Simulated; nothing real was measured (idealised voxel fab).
process module | voxel transistor to metal
cross-section cut | 190 nm wide | cells 5 nm
A cross-section is a grid of square cells, given in bands from the top down. A band is one or more rows of cells.
Each band's line starts with the height of the band's top and of its bottom, in nm. Then come its materials from left to right, each with its width in nm. One material with "throughout" fills the band from edge to edge. "air" is empty space.
Height 0 is the level under which the wafer as received is all one material. The lowest band goes on downwards, as in "0 down".
A width such as "30 to 40" changes by the same amount from each row of cells to the next, from the band's top row to its bottom row.
"no change" after a step means that no cell of the cross-section changed.
closed voids: empty space of 8 cells or more with no open way to the top, each as width x height at its distance from the left edge, in nm
after a step's settings: what the simulator itself notes on the step
overlay nm, on a step with a mask: how far to the right of its planned place the mask lay; to the left if negative
plan
1 op RECEIVE | material Si
2 op OXIDIZE | depth nm 5
3 op CONFORMAL_DEP | material SiN | thk nm 10
4 op MASKED_ETCH | tone cover | mask id ACTIVE | width nm 100 | etch materials SiN | depth nm 10 | overlay nm 0
5 op MASKED_ETCH | tone cover | mask id ACTIVE | width nm 100 | etch materials SiO2 | depth nm 5 | overlay nm 0
6 op MASKED_ETCH | tone cover | mask id ACTIVE | width nm 100 | etch materials Si | depth nm 35 | overlay nm 0
7 op OXIDIZE | depth nm 5
8 op FILL_DEP | material SiO2 | thk nm 15
9 op CMP | height nm 10
10 op SELECTIVE_ETCH | etch materials SiO2 | depth nm 5
11 op STRIP | etch materials SiN
12 op SELECTIVE_ETCH | etch materials SiO2 | depth nm 5
13 op OXIDIZE | depth nm 5
14 op DIRECTIONAL_DEP | material polySi | thk nm 20
15 op DIRECTIONAL_DEP | material SiCN | thk nm 10
16 op PATTERN | tone cover | mask id GATE | material resist | width nm 20 | thk nm 20 | overlay nm 0
17 op DIRECTIONAL_ETCH | etch materials SiCN | depth nm 20
18 op DIRECTIONAL_ETCH | etch materials polySi | depth nm 30
19 op STRIP | etch materials resist
20 op CONFORMAL_DEP | material SiO2 | thk nm 5
21 op DIRECTIONAL_ETCH | etch materials SiO2 | depth nm 5
22 op CONFORMAL_DEP | material SiN | thk nm 10
23 op DIRECTIONAL_ETCH | etch materials SiN | depth nm 10
24 op DIRECTIONAL_ETCH | etch materials SiO2 | depth nm 5
25 op DIRECTIONAL_ETCH | etch materials Si | depth nm 10
26 op EPI | material nSi | thk nm 15
27 op FILL_DEP | material SiO2 | thk nm 10
28 op CMP | height nm 25
29 op DIRECTIONAL_DEP | material SiO2 | thk nm 15
30 op PATTERN | tone open | mask id CONTACT | material resist | width nm 15 | pitch nm 75 | thk nm 20 | overlay nm 0
31 op DIRECTIONAL_ETCH | etch materials SiO2 | depth nm 35
32 op STRIP | etch materials resist
33 op CONFORMAL_DEP | material TiN | thk nm 5
34 op FILL_DEP | material Ru | thk nm 10
35 op CMP | height nm 40
36 op CONFORMAL_DEP | material SiCN | thk nm 5
37 op DIRECTIONAL_DEP | material lowk | thk nm 15
38 op PATTERN | tone open | mask id METAL_1 | material resist | width nm 15 | pitch nm 75 | thk nm 20 | overlay nm 0
39 op DIRECTIONAL_ETCH | etch materials lowk | depth nm 15
40 op DIRECTIONAL_ETCH | etch materials SiCN | depth nm 5
41 op STRIP | etch materials resist
42 op CONFORMAL_DEP | material TiN | thk nm 5
43 op FILL_DEP | material Ru | thk nm 5
44 op CMP | height nm 60
45 op CONFORMAL_DEP | material SiN | thk nm 5
as received, after step 1
  0 down: Si throughout
  closed voids: none
a wafer at the end: this start, this plan, one mistake
  65 to 60: SiN throughout
  60 to 45: lowk 50 | TiN 5 | Ru 5 | TiN 5 | lowk 60 | TiN 5 | Ru 5 | TiN 5 | lowk 50
  45 to 40: SiCN 50 | TiN 15 | SiCN 60 | TiN 15 | SiCN 50
  40 to 25: SiO2 50 | TiN 5 | Ru 5 | TiN 5 | SiO2 60 | TiN 5 | Ru 5 | TiN 5 | SiO2 50
  25 to 15: SiO2 50 | TiN 5 | Ru 5 | TiN 5 | SiO2 5 | SiN 10 | SiO2 5 | SiCN 20 | SiO2 5 | SiN 10 | SiO2 5 | TiN 5 | Ru 5 | TiN 5 | SiO2 50
  15 to 10: SiO2 50 | TiN 5 | Ru 5 | TiN 5 | SiO2 5 | SiN 10 | SiO2 5 | polySi 20 | SiO2 5 | SiN 10 | SiO2 5 | TiN 5 | Ru 5 | TiN 5 | SiO2 50
  10 to 5: SiO2 50 | TiN 15 | SiO2 5 | SiN 10 | SiO2 5 | polySi 20 | SiO2 5 | SiN 10 | SiO2 5 | TiN 15 | SiO2 50
  5 to 0: SiO2 55 | nSi 15 | SiN 10 | SiO2 5 | polySi 20 | SiO2 5 | SiN 10 | nSi 15 | SiO2 55
  0 to -5: SiO2 40 | SiN 10 | nSi 20 | SiN 10 | SiO2 5 | polySi 20 | SiO2 5 | SiN 10 | nSi 20 | SiN 10 | SiO2 40
  -5 to -10: SiO2 40 | SiN 5 | SiO2 5 | nSi 20 | SiO2 50 | nSi 20 | SiO2 5 | SiN 5 | SiO2 40
  -10 to -15: SiO2 55 | nSi 15 | Si 50 | nSi 15 | SiO2 55
  -15 to -20: SiO2 50 | Si 5 | nSi 15 | Si 50 | nSi 15 | Si 5 | SiO2 50
  -20 to -45: SiO2 50 | Si 90 | SiO2 50
  -45 down: Si throughout
  closed voids: none
what went wrong: steps 10 and 11 were swapped
